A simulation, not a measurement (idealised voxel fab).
Process module heading - voxel tone inversion
Cross-section cut spans 285 nm and uses square cells 5 nm in size.
When this document writes out a cross-section, it uses a grid of square cells and lists it as bands, beginning at the top and moving down, with a band standing for one or more rows of cells. For a band, the entry starts with two heights in nm, that of the top and then that of the bottom, and carries on with the band's materials in order from left to right, each alongside its width in nm; the word "all across" beside a single material means it fills the band edge to edge, and "blank" means empty space. Where do heights start? At 0: under that level the wafer as delivered is made of one material only. And the lowest band has no floor; it just carries on downward, as in "0 nm and below". The two numbers in a width such as "30 to 40" mark its ends across the band: the first belongs to the top row of cells, the second to the bottom row, and from each row to the next the width moves by the same amount. A step reported as "everything unchanged" is a step in which no cell of the cross-section changed. Basically, "Closed-off voids" tells you about the enclosed voids: empty spaces with no open way to the top, 8 cells or bigger, each written width x height at distance, where distance is from the left edge, all in nm. If you see something after the settings on a step's line, that's the simulator's own remark about that step. overlay nm: where the mask lay relative to plan, measured to the right, on steps with a mask; negatives go left. Below you will find pairs of cross-sections. In each, one shows the wafer before one process step and the other after it, with the after view ending at the lowest band that changed. Under each pair is the step separating them, along with its settings. Do not assume the pairs form a chain: they can come from different runs of this module on the same starting wafer, and a pair continues from the pair above it only when its "Before this step" entry says so.

# Before this step
- 0 nm and below | Si all across
- Closed-off voids: none

# Cross-Section Thereafter
- 5 nm to 0 nm | SiN all across
- Unchanged below 0.
- Closed-off voids: none
Process step bridging the above cross-sections: CONFORMAL_DEP: material SiN, thk nm 5

Before this step: same picture as after in the pair right above, so we don't repeat it.

# Cross-Section Thereafter
- 25 nm to 5 nm | aC all across
- Unchanged below 5.
- Closed-off voids: none
Process step bridging the above cross-sections: DIRECTIONAL_DEP: material aC, thk nm 20

Before this step: same picture as after in the pair right above, so we don't repeat it.

# Cross-Section Thereafter
- 50 nm to 25 nm | 110 of blank / 15 of resist / 30 of blank / 15 of resist / 115 of blank
- Unchanged below 25.
- Closed-off voids: none
Process step bridging the above cross-sections: PATTERN: tone cover, mask id POSTS, material resist, width nm 15, pitch nm 45, thk nm 25, overlay nm 0

Before this step: same picture as after in the pair right above, so we don't repeat it.

# Cross-Section Thereafter
- 30 nm to 25 nm | 110 of blank / 15 of resist / 30 of blank / 15 of resist / 115 of blank
- 25 nm to 5 nm | 110 of blank / 15 of aC / 30 of blank / 15 of aC / 115 of blank
- Unchanged below 5.
- Closed-off voids: none
Process step bridging the above cross-sections: DIRECTIONAL_ETCH: etch materials aC, depth nm 20

Before this step: same picture as after in the pair right above, so we don't repeat it.

# Cross-Section Thereafter
- 25 nm to 5 nm | 110 of blank / 15 of aC / 30 of blank / 15 of aC / 115 of blank
- Unchanged below 5.
- Closed-off voids: none
Process step bridging the above cross-sections: STRIP: etch materials resist

Before this step: same picture as after in the pair right above, so we don't repeat it.

# Cross-Section Thereafter
- 35 nm to 25 nm | SiO2 all across
- 25 nm to 5 nm | 110 of SiO2 / 15 of aC / 30 of SiO2 / 15 of aC / 115 of SiO2
- Unchanged below 5.
- Closed-off voids: none
Process step bridging the above cross-sections: FILL_DEP: material SiO2, thk nm 10

Before this step: same picture as after in the pair right above, so we don't repeat it.

# Cross-Section Thereafter
- 25 nm to 5 nm | 110 of SiO2 / 15 of aC / 30 of SiO2 / 15 of aC / 115 of SiO2
- Unchanged below 5.
- Closed-off voids: none
Process step bridging the above cross-sections: CMP: height nm 25

Before this step: same picture as after in the pair right above, so we don't repeat it.

# Cross-Section Thereafter
- 25 nm to 5 nm | 110 of SiO2 / 15 of blank / 30 of SiO2 / 15 of blank / 115 of SiO2
- Unchanged below 5.
- Closed-off voids: none
Process step bridging the above cross-sections: STRIP: etch materials aC

Before this step: same picture as after in the pair right above, so we don't repeat it.

# Cross-Section Thereafter
- 30 nm to 25 nm | 115 of TiN / 5 of blank / 40 of TiN / 5 of blank / 120 of TiN
- 25 nm to 10 nm | 110 of SiO2 / 5 of TiN / 5 of blank / 5 of TiN / 30 of SiO2 / 5 of TiN / 5 of blank / 5 of TiN / 115 of SiO2
- 10 nm to 5 nm | 110 of SiO2 / 15 of TiN / 30 of SiO2 / 15 of TiN / 115 of SiO2
- Unchanged below 5.
- Closed-off voids: none
Process step bridging the above cross-sections: CONFORMAL_DEP: material TiN, thk nm 5

Before this step: same picture as after in the pair right above, so we don't repeat it.

# Cross-Section Thereafter
- 35 nm to 30 nm | Ru all across
- 30 nm to 25 nm | 115 of TiN / 5 of Ru / 40 of TiN / 5 of Ru / 120 of TiN
- 25 nm to 10 nm | 110 of SiO2 / 5 of TiN / 5 of Ru / 5 of TiN / 30 of SiO2 / 5 of TiN / 5 of Ru / 5 of TiN / 115 of SiO2
- Unchanged below 10.
- Closed-off voids: none
Process step bridging the above cross-sections: FILL_DEP: material Ru, thk nm 5

Before this step: same picture as after in the pair right above, so we don't repeat it.

# Cross-Section Thereafter
- 25 nm to 10 nm | 110 of SiO2 / 5 of TiN / 5 of Ru / 5 of TiN / 30 of SiO2 / 5 of TiN / 5 of Ru / 5 of TiN / 115 of SiO2
- Unchanged below 10.
- Closed-off voids: none
Process step bridging the above cross-sections: CMP: height nm 25

Before this step: same picture as after in the pair right above, so we don't repeat it.

# Cross-Section Thereafter
- 30 nm to 25 nm | SiCN all across
- Unchanged below 25.
- Closed-off voids: none
Process step bridging the above cross-sections: CONFORMAL_DEP: material SiCN, thk nm 5

# Before this step
- 0 nm and below | Si all across
- Closed-off voids: none

# Cross-Section Thereafter
- 20 nm to 0 nm | aC all across
- Unchanged below 0.
- Closed-off voids: none
Process step bridging the above cross-sections: DIRECTIONAL_DEP: material aC, thk nm 20

Before this step: same picture as after in the pair right above, so we don't repeat it.

# Cross-Section Thereafter
- 45 nm to 20 nm | 110 of blank / 15 of resist / 30 of blank / 15 of resist / 115 of blank
- Unchanged below 20.
- Closed-off voids: none
Process step bridging the above cross-sections: PATTERN: tone cover, mask id POSTS, material resist, width nm 15, pitch nm 45, thk nm 25, overlay nm 0

Before this step: same picture as after in the pair right above, so we don't repeat it.

# Cross-Section Thereafter
- 25 nm to 20 nm | 110 of blank / 15 of resist / 30 of blank / 15 of resist / 115 of blank
- 20 nm to 0 nm | 110 of blank / 15 of aC / 30 of blank / 15 of aC / 115 of blank
- Unchanged below 0.
- Closed-off voids: none
Process step bridging the above cross-sections: DIRECTIONAL_ETCH: etch materials aC, depth nm 20

Before this step: same picture as after in the pair right above, so we don't repeat it.

# Cross-Section Thereafter
- 20 nm to 0 nm | 110 of blank / 15 of aC / 30 of blank / 15 of aC / 115 of blank
- Unchanged below 0.
- Closed-off voids: none
Process step bridging the above cross-sections: STRIP: etch materials resist

Before this step: same picture as after in the pair right above, so we don't repeat it.

# Cross-Section Thereafter
- 30 nm to 20 nm | SiO2 all across
- 20 nm to 0 nm | 110 of SiO2 / 15 of aC / 30 of SiO2 / 15 of aC / 115 of SiO2
- Unchanged below 0.
- Closed-off voids: none
Process step bridging the above cross-sections: FILL_DEP: material SiO2, thk nm 10

Before this step: same picture as after in the pair right above, so we don't repeat it.

# Cross-Section Thereafter
- 25 nm to 20 nm | SiO2 all across
- Unchanged below 20.
- Closed-off voids: none
Process step bridging the above cross-sections: CMP: height nm 25

Before this step: same picture as after in the pair right above, so we don't repeat it.

# Cross-Section Thereafter
- 30 nm to 25 nm | TiN all across
- Unchanged below 25.
- Closed-off voids: none
Process step bridging the above cross-sections: CONFORMAL_DEP: material TiN, thk nm 5

Before this step: same picture as after in the pair right above, so we don't repeat it.

# Cross-Section Thereafter
- 35 nm to 30 nm | Ru all across
- Unchanged below 30.
- Closed-off voids: none
Process step bridging the above cross-sections: FILL_DEP: material Ru, thk nm 5

Before this step: same picture as after in the pair right above, so we don't repeat it.

# Cross-Section Thereafter
- 25 nm to 20 nm | SiO2 all across
- Unchanged below 20.
- Closed-off voids: none
Process step bridging the above cross-sections: CMP: height nm 25

Before this step: same picture as after in the pair right above, so we don't repeat it.

# Cross-Section Thereafter
- 30 nm to 25 nm | SiCN all across
- Unchanged below 25.
- Closed-off voids: none
Process step bridging the above cross-sections: CONFORMAL_DEP: material SiCN, thk nm 5

# Before this step
- 20 nm to 0 nm | aC all across
- 0 nm and below | Si all across
- Closed-off voids: none

# Cross-Section Thereafter
- 25 nm to 20 nm | SiN all across
- Unchanged below 20.
- Closed-off voids: none
Process step bridging the above cross-sections: CONFORMAL_DEP: material SiN, thk nm 5

Before this step: same picture as after in the pair right above, so we don't repeat it.

# Cross-Section Thereafter
- 50 nm to 25 nm | 110 of blank / 15 of resist / 30 of blank / 15 of resist / 115 of blank
- Unchanged below 25.
- Closed-off voids: none
Process step bridging the above cross-sections: PATTERN: tone cover, mask id POSTS, material resist, width nm 15, pitch nm 45, thk nm 25, overlay nm 0

Before this step: same picture as after in the pair right above, so we don't repeat it.

# Cross-Section Thereafter
- 30 nm to 25 nm | 110 of blank / 15 of resist / 30 of blank / 15 of resist / 115 of blank
- Unchanged below 25.
- Closed-off voids: none
Process step bridging the above cross-sections: DIRECTIONAL_ETCH: etch materials aC, depth nm 20

Before this step: same picture as after in the pair right above, so we don't repeat it.

# Cross-Section Thereafter
- 25 nm to 20 nm | SiN all across
- Unchanged below 20.
- Closed-off voids: none
Process step bridging the above cross-sections: STRIP: etch materials resist

Before this step: same picture as after in the pair right above, so we don't repeat it.

# Cross-Section Thereafter
- 35 nm to 25 nm | SiO2 all across
- Unchanged below 25.
- Closed-off voids: none
Process step bridging the above cross-sections: FILL_DEP: material SiO2, thk nm 10

Before this step: same picture as after in the pair right above, so we don't repeat it.

# Cross-Section Thereafter
- 25 nm to 20 nm | SiN all across
- Unchanged below 20.
- Closed-off voids: none
Process step bridging the above cross-sections: CMP: height nm 25

Before this step: same picture as after in the pair right above, so we don't repeat it.

# Cross-Section Thereafter
- 30 nm to 25 nm | TiN all across
- Unchanged below 25.
- Closed-off voids: none
Process step bridging the above cross-sections: CONFORMAL_DEP: material TiN, thk nm 5

Before this step: same picture as after in the pair right above, so we don't repeat it.

# Cross-Section Thereafter
- 35 nm to 30 nm | Ru all across
- Unchanged below 30.
- Closed-off voids: none
Process step bridging the above cross-sections: FILL_DEP: material Ru, thk nm 5

Before this step: same picture as after in the pair right above, so we don't repeat it.

# Cross-Section Thereafter
- 25 nm to 20 nm | SiN all across
- Unchanged below 20.
- Closed-off voids: none
Process step bridging the above cross-sections: CMP: height nm 25

Before this step: same picture as after in the pair right above, so we don't repeat it.

# Cross-Section Thereafter
- 30 nm to 25 nm | SiCN all across
- Unchanged below 25.
- Closed-off voids: none
Process step bridging the above cross-sections: CONFORMAL_DEP: material SiCN, thk nm 5

# Before this step
- 25 nm to 10 nm | 110 of SiO2 / 5 of TiN / 5 of Ru / 5 of TiN / 30 of SiO2 / 5 of TiN / 5 of Ru / 5 of TiN / 115 of SiO2
- 10 nm to 5 nm | 110 of SiO2 / 15 of TiN / 30 of SiO2 / 15 of TiN / 115 of SiO2
- 5 nm to 0 nm | SiN all across
- 0 nm and below | Si all across
- Closed-off voids: none

# Cross-Section Thereafter
- 40 nm to 25 nm | SiCN all across
- Unchanged below 25.
- Closed-off voids: none
Process step bridging the above cross-sections: CONFORMAL_DEP: material SiCN, thk nm 15

# Before this step
- 25 nm to 5 nm | aC all across
- 5 nm to 0 nm | SiN all across
- 0 nm and below | Si all across
- Closed-off voids: none

# Cross-Section Thereafter
- 50 nm to 25 nm | 105 of blank / 25 of resist / 20 of blank / 25 of resist / 110 of blank
- Unchanged below 25.
- Closed-off voids: none
Process step bridging the above cross-sections: PATTERN: tone cover, mask id POSTS, material resist, width nm 25, pitch nm 45, thk nm 25, overlay nm 0

Before this step: same picture as after in the pair right above, so we don't repeat it.

# Cross-Section Thereafter
- 30 nm to 25 nm | 105 of blank / 25 of resist / 20 of blank / 25 of resist / 110 of blank
- 25 nm to 5 nm | 105 of blank / 25 of aC / 20 of blank / 25 of aC / 110 of blank
- Unchanged below 5.
- Closed-off voids: none
Process step bridging the above cross-sections: DIRECTIONAL_ETCH: etch materials aC, depth nm 20

Before this step: same picture as after in the pair right above, so we don't repeat it.

# Cross-Section Thereafter
- 25 nm to 5 nm | 105 of blank / 25 of aC / 20 of blank / 25 of aC / 110 of blank
- Unchanged below 5.
- Closed-off voids: none
Process step bridging the above cross-sections: STRIP: etch materials resist

Before this step: same picture as after in the pair right above, so we don't repeat it.

# Cross-Section Thereafter
- 35 nm to 25 nm | SiO2 all across
- 25 nm to 5 nm | 105 of SiO2 / 25 of aC / 20 of SiO2 / 25 of aC / 110 of SiO2
- Unchanged below 5.
- Closed-off voids: none
Process step bridging the above cross-sections: FILL_DEP: material SiO2, thk nm 10

Before this step: same picture as after in the pair right above, so we don't repeat it.

# Cross-Section Thereafter
- 25 nm to 5 nm | 105 of SiO2 / 25 of aC / 20 of SiO2 / 25 of aC / 110 of SiO2
- Unchanged below 5.
- Closed-off voids: none
Process step bridging the above cross-sections: CMP: height nm 25

Before this step: same picture as after in the pair right above, so we don't repeat it.

# Cross-Section Thereafter
- 25 nm to 5 nm | 105 of SiO2 / 25 of blank / 20 of SiO2 / 25 of blank / 110 of SiO2
- Unchanged below 5.
- Closed-off voids: none
Process step bridging the above cross-sections: STRIP: etch materials aC

Before this step: same picture as after in the pair right above, so we don't repeat it.

# Cross-Section Thereafter
- 30 nm to 25 nm | 110 of TiN / 15 of blank / 30 of TiN / 15 of blank / 115 of TiN
- 25 nm to 10 nm | 105 of SiO2 / 5 of TiN / 15 of blank / 5 of TiN / 20 of SiO2 / 5 of TiN / 15 of blank / 5 of TiN / 110 of SiO2
- 10 nm to 5 nm | 105 of SiO2 / 25 of TiN / 20 of SiO2 / 25 of TiN / 110 of SiO2
- Unchanged below 5.
- Closed-off voids: none
Process step bridging the above cross-sections: CONFORMAL_DEP: material TiN, thk nm 5

Before this step: same picture as after in the pair right above, so we don't repeat it.

# Cross-Section Thereafter
- 35 nm to 30 nm | Ru all across
- 30 nm to 25 nm | 110 of TiN / 15 of Ru / 30 of TiN / 15 of Ru / 115 of TiN
- 25 nm to 10 nm | 105 of SiO2 / 5 of TiN / 15 of Ru / 5 of TiN / 20 of SiO2 / 5 of TiN / 15 of Ru / 5 of TiN / 110 of SiO2
- Unchanged below 10.
- Closed-off voids: none
Process step bridging the above cross-sections: FILL_DEP: material Ru, thk nm 5

Before this step: same picture as after in the pair right above, so we don't repeat it.

# Cross-Section Thereafter
- 25 nm to 10 nm | 105 of SiO2 / 5 of TiN / 15 of Ru / 5 of TiN / 20 of SiO2 / 5 of TiN / 15 of Ru / 5 of TiN / 110 of SiO2
- Unchanged below 10.
- Closed-off voids: none
Process step bridging the above cross-sections: CMP: height nm 25

Before this step: same picture as after in the pair right above, so we don't repeat it.

# Cross-Section Thereafter
- 30 nm to 25 nm | SiCN all across
- Unchanged below 25.
- Closed-off voids: none
Process step bridging the above cross-sections: CONFORMAL_DEP: material SiCN, thk nm 5

# Before this step
- 25 nm to 5 nm | aC all across
- 5 nm to 0 nm | SiN all across
- 0 nm and below | Si all across
- Closed-off voids: none

# Cross-Section Thereafter
- 50 nm to 25 nm | 120 of blank / 15 of resist / 30 of blank / 15 of resist / 105 of blank
- Unchanged below 25.
- Closed-off voids: none
Process step bridging the above cross-sections: PATTERN: tone cover, mask id POSTS, material resist, width nm 15, pitch nm 45, thk nm 25, overlay nm 10

Before this step: same picture as after in the pair right above, so we don't repeat it.

# Cross-Section Thereafter
- 30 nm to 25 nm | 120 of blank / 15 of resist / 30 of blank / 15 of resist / 105 of blank
- 25 nm to 5 nm | 120 of blank / 15 of aC / 30 of blank / 15 of aC / 105 of blank
- Unchanged below 5.
- Closed-off voids: none
Process step bridging the above cross-sections: DIRECTIONAL_ETCH: etch materials aC, depth nm 20

Before this step: same picture as after in the pair right above, so we don't repeat it.

# Cross-Section Thereafter
- 25 nm to 5 nm | 120 of blank / 15 of aC / 30 of blank / 15 of aC / 105 of blank
- Unchanged below 5.
- Closed-off voids: none
Process step bridging the above cross-sections: STRIP: etch materials resist

Before this step: same picture as after in the pair right above, so we don't repeat it.

# Cross-Section Thereafter
- 35 nm to 25 nm | SiO2 all across
- 25 nm to 5 nm | 120 of SiO2 / 15 of aC / 30 of SiO2 / 15 of aC / 105 of SiO2
- Unchanged below 5.
- Closed-off voids: none
Process step bridging the above cross-sections: FILL_DEP: material SiO2, thk nm 10

Before this step: same picture as after in the pair right above, so we don't repeat it.

# Cross-Section Thereafter
- 25 nm to 5 nm | 120 of SiO2 / 15 of aC / 30 of SiO2 / 15 of aC / 105 of SiO2
- Unchanged below 5.
- Closed-off voids: none
Process step bridging the above cross-sections: CMP: height nm 25

Before this step: same picture as after in the pair right above, so we don't repeat it.

# Cross-Section Thereafter
- 25 nm to 5 nm | 120 of SiO2 / 15 of blank / 30 of SiO2 / 15 of blank / 105 of SiO2
- Unchanged below 5.
- Closed-off voids: none
Process step bridging the above cross-sections: STRIP: etch materials aC

Before this step: same picture as after in the pair right above, so we don't repeat it.

# Cross-Section Thereafter
- 30 nm to 25 nm | 125 of TiN / 5 of blank / 40 of TiN / 5 of blank / 110 of TiN
- 25 nm to 10 nm | 120 of SiO2 / 5 of TiN / 5 of blank / 5 of TiN / 30 of SiO2 / 5 of TiN / 5 of blank / 5 of TiN / 105 of SiO2
- 10 nm to 5 nm | 120 of SiO2 / 15 of TiN / 30 of SiO2 / 15 of TiN / 105 of SiO2
- Unchanged below 5.
- Closed-off voids: none
Process step bridging the above cross-sections: CONFORMAL_DEP: material TiN, thk nm 5

Before this step: same picture as after in the pair right above, so we don't repeat it.

# Cross-Section Thereafter
- 35 nm to 30 nm | Ru all across
- 30 nm to 25 nm | 125 of TiN / 5 of Ru / 40 of TiN / 5 of Ru / 110 of TiN
- 25 nm to 10 nm | 120 of SiO2 / 5 of TiN / 5 of Ru / 5 of TiN / 30 of SiO2 / 5 of TiN / 5 of Ru / 5 of TiN / 105 of SiO2
- Unchanged below 10.
- Closed-off voids: none
Process step bridging the above cross-sections: FILL_DEP: material Ru, thk nm 5

Before this step: same picture as after in the pair right above, so we don't repeat it.

# Cross-Section Thereafter
- 25 nm to 10 nm | 120 of SiO2 / 5 of TiN / 5 of Ru / 5 of TiN / 30 of SiO2 / 5 of TiN / 5 of Ru / 5 of TiN / 105 of SiO2
- Unchanged below 10.
- Closed-off voids: none
Process step bridging the above cross-sections: CMP: height nm 25

Before this step: same picture as after in the pair right above, so we don't repeat it.

# Cross-Section Thereafter
- 30 nm to 25 nm | SiCN all across
- Unchanged below 25.
- Closed-off voids: none
Process step bridging the above cross-sections: CONFORMAL_DEP: material SiCN, thk nm 5

# Before this step
- 0 nm and below | Si all across
- Closed-off voids: none

# Cross-Section Thereafter
- 5 nm to 0 nm | SiCN all across
- Unchanged below 0.
- Closed-off voids: none
Process step bridging the above cross-sections: CONFORMAL_DEP: material SiCN, thk nm 5

Before this step: same picture as after in the pair right above, so we don't repeat it.

# Cross-Section Thereafter
- 25 nm to 5 nm | aC all across
- Unchanged below 5.
- Closed-off voids: none
Process step bridging the above cross-sections: DIRECTIONAL_DEP: material aC, thk nm 20

Before this step: same picture as after in the pair right above, so we don't repeat it.

# Cross-Section Thereafter
- 50 nm to 25 nm | 110 of blank / 15 of resist / 30 of blank / 15 of resist / 115 of blank
- Unchanged below 25.
- Closed-off voids: none
Process step bridging the above cross-sections: PATTERN: tone cover, mask id POSTS, material resist, width nm 15, pitch nm 45, thk nm 25, overlay nm 0

Before this step: same picture as after in the pair right above, so we don't repeat it.

# Cross-Section Thereafter
- 30 nm to 25 nm | 110 of blank / 15 of resist / 30 of blank / 15 of resist / 115 of blank
- 25 nm to 5 nm | 110 of blank / 15 of aC / 30 of blank / 15 of aC / 115 of blank
- Unchanged below 5.
- Closed-off voids: none
Process step bridging the above cross-sections: DIRECTIONAL_ETCH: etch materials aC, depth nm 20

Before this step: same picture as after in the pair right above, so we don't repeat it.

# Cross-Section Thereafter
- 25 nm to 5 nm | 110 of blank / 15 of aC / 30 of blank / 15 of aC / 115 of blank
- Unchanged below 5.
- Closed-off voids: none
Process step bridging the above cross-sections: STRIP: etch materials resist

Before this step: same picture as after in the pair right above, so we don't repeat it.

# Cross-Section Thereafter
- 35 nm to 25 nm | SiO2 all across
- 25 nm to 5 nm | 110 of SiO2 / 15 of aC / 30 of SiO2 / 15 of aC / 115 of SiO2
- Unchanged below 5.
- Closed-off voids: none
Process step bridging the above cross-sections: FILL_DEP: material SiO2, thk nm 10

Before this step: same picture as after in the pair right above, so we don't repeat it.

# Cross-Section Thereafter
- 25 nm to 5 nm | 110 of SiO2 / 15 of aC / 30 of SiO2 / 15 of aC / 115 of SiO2
- Unchanged below 5.
- Closed-off voids: none
Process step bridging the above cross-sections: CMP: height nm 25

Before this step: same picture as after in the pair right above, so we don't repeat it.

# Cross-Section Thereafter
- 25 nm to 5 nm | 110 of SiO2 / 15 of blank / 30 of SiO2 / 15 of blank / 115 of SiO2
- Unchanged below 5.
- Closed-off voids: none
Process step bridging the above cross-sections: STRIP: etch materials aC

Before this step: same picture as after in the pair right above, so we don't repeat it.

# Cross-Section Thereafter
- 30 nm to 25 nm | 115 of TiN / 5 of blank / 40 of TiN / 5 of blank / 120 of TiN
- 25 nm to 10 nm | 110 of SiO2 / 5 of TiN / 5 of blank / 5 of TiN / 30 of SiO2 / 5 of TiN / 5 of blank / 5 of TiN / 115 of SiO2
- 10 nm to 5 nm | 110 of SiO2 / 15 of TiN / 30 of SiO2 / 15 of TiN / 115 of SiO2
- Unchanged below 5.
- Closed-off voids: none
Process step bridging the above cross-sections: CONFORMAL_DEP: material TiN, thk nm 5

Before this step: same picture as after in the pair right above, so we don't repeat it.

# Cross-Section Thereafter
- 35 nm to 30 nm | Ru all across
- 30 nm to 25 nm | 115 of TiN / 5 of Ru / 40 of TiN / 5 of Ru / 120 of TiN
- 25 nm to 10 nm | 110 of SiO2 / 5 of TiN / 5 of Ru / 5 of TiN / 30 of SiO2 / 5 of TiN / 5 of Ru / 5 of TiN / 115 of SiO2
- Unchanged below 10.
- Closed-off voids: none
Process step bridging the above cross-sections: FILL_DEP: material Ru, thk nm 5

Before this step: same picture as after in the pair right above, so we don't repeat it.

# Cross-Section Thereafter
- 25 nm to 10 nm | 110 of SiO2 / 5 of TiN / 5 of Ru / 5 of TiN / 30 of SiO2 / 5 of TiN / 5 of Ru / 5 of TiN / 115 of SiO2
- Unchanged below 10.
- Closed-off voids: none
Process step bridging the above cross-sections: CMP: height nm 25

Before this step: same picture as after in the pair right above, so we don't repeat it.

# Cross-Section Thereafter
- 30 nm to 25 nm | SiCN all across
- Unchanged below 25.
- Closed-off voids: none
Process step bridging the above cross-sections: CONFORMAL_DEP: material SiCN, thk nm 5

# Before this step
- 25 nm to 5 nm | aC all across
- 5 nm to 0 nm | SiN all across
- 0 nm and below | Si all across
- Closed-off voids: none

# Cross-Section Thereafter
- 50 nm to 25 nm | 110 of resist / 15 of blank / 30 of resist / 15 of blank / 115 of resist
- Unchanged below 25.
- Closed-off voids: none
Process step bridging the above cross-sections: PATTERN: tone open, mask id POSTS, material resist, width nm 15, pitch nm 45, thk nm 25, overlay nm 0

Before this step: same picture as after in the pair right above, so we don't repeat it.

# Cross-Section Thereafter
- 30 nm to 25 nm | 110 of resist / 15 of blank / 30 of resist / 15 of blank / 115 of resist
- 25 nm to 5 nm | 110 of aC / 15 of blank / 30 of aC / 15 of blank / 115 of aC
- Unchanged below 5.
- Closed-off voids: none
Process step bridging the above cross-sections: DIRECTIONAL_ETCH: etch materials aC, depth nm 20

Before this step: same picture as after in the pair right above, so we don't repeat it.

# Cross-Section Thereafter
- 25 nm to 5 nm | 110 of aC / 15 of blank / 30 of aC / 15 of blank / 115 of aC
- Unchanged below 5.
- Closed-off voids: none
Process step bridging the above cross-sections: STRIP: etch materials resist

Before this step: same picture as after in the pair right above, so we don't repeat it.

# Cross-Section Thereafter
- 35 nm to 25 nm | SiO2 all across
- 25 nm to 5 nm | 110 of aC / 15 of SiO2 / 30 of aC / 15 of SiO2 / 115 of aC
- Unchanged below 5.
- Closed-off voids: none
Process step bridging the above cross-sections: FILL_DEP: material SiO2, thk nm 10

Before this step: same picture as after in the pair right above, so we don't repeat it.

# Cross-Section Thereafter
- 25 nm to 5 nm | 110 of aC / 15 of SiO2 / 30 of aC / 15 of SiO2 / 115 of aC
- Unchanged below 5.
- Closed-off voids: none
Process step bridging the above cross-sections: CMP: height nm 25

Before this step: same picture as after in the pair right above, so we don't repeat it.

# Cross-Section Thereafter
- 25 nm to 5 nm | 110 of blank / 15 of SiO2 / 30 of blank / 15 of SiO2 / 115 of blank
- Unchanged below 5.
- Closed-off voids: none
Process step bridging the above cross-sections: STRIP: etch materials aC

Before this step: same picture as after in the pair right above, so we don't repeat it.

# Cross-Section Thereafter
- 30 nm to 25 nm | 105 of blank / 25 of TiN / 20 of blank / 25 of TiN / 110 of blank
- 25 nm to 10 nm | 105 of blank / 5 of TiN / 15 of SiO2 / 5 of TiN / 20 of blank / 5 of TiN / 15 of SiO2 / 5 of TiN / 110 of blank
- 10 nm to 5 nm | 110 of TiN / 15 of SiO2 / 30 of TiN / 15 of SiO2 / 115 of TiN
- Unchanged below 5.
- Closed-off voids: none
Process step bridging the above cross-sections: CONFORMAL_DEP: material TiN, thk nm 5

Before this step: same picture as after in the pair right above, so we don't repeat it.

# Cross-Section Thereafter
- 35 nm to 30 nm | Ru all across
- 30 nm to 25 nm | 105 of Ru / 25 of TiN / 20 of Ru / 25 of TiN / 110 of Ru
- 25 nm to 10 nm | 105 of Ru / 5 of TiN / 15 of SiO2 / 5 of TiN / 20 of Ru / 5 of TiN / 15 of SiO2 / 5 of TiN / 110 of Ru
- Unchanged below 10.
- Closed-off voids: none
Process step bridging the above cross-sections: FILL_DEP: material Ru, thk nm 5

Before this step: same picture as after in the pair right above, so we don't repeat it.

# Cross-Section Thereafter
- 25 nm to 10 nm | 105 of Ru / 5 of TiN / 15 of SiO2 / 5 of TiN / 20 of Ru / 5 of TiN / 15 of SiO2 / 5 of TiN / 110 of Ru
- Unchanged below 10.
- Closed-off voids: none
Process step bridging the above cross-sections: CMP: height nm 25

Before this step: same picture as after in the pair right above, so we don't repeat it.

# Cross-Section Thereafter
- 30 nm to 25 nm | SiCN all across
- Unchanged below 25.
- Closed-off voids: none
Process step bridging the above cross-sections: CONFORMAL_DEP: material SiCN, thk nm 5
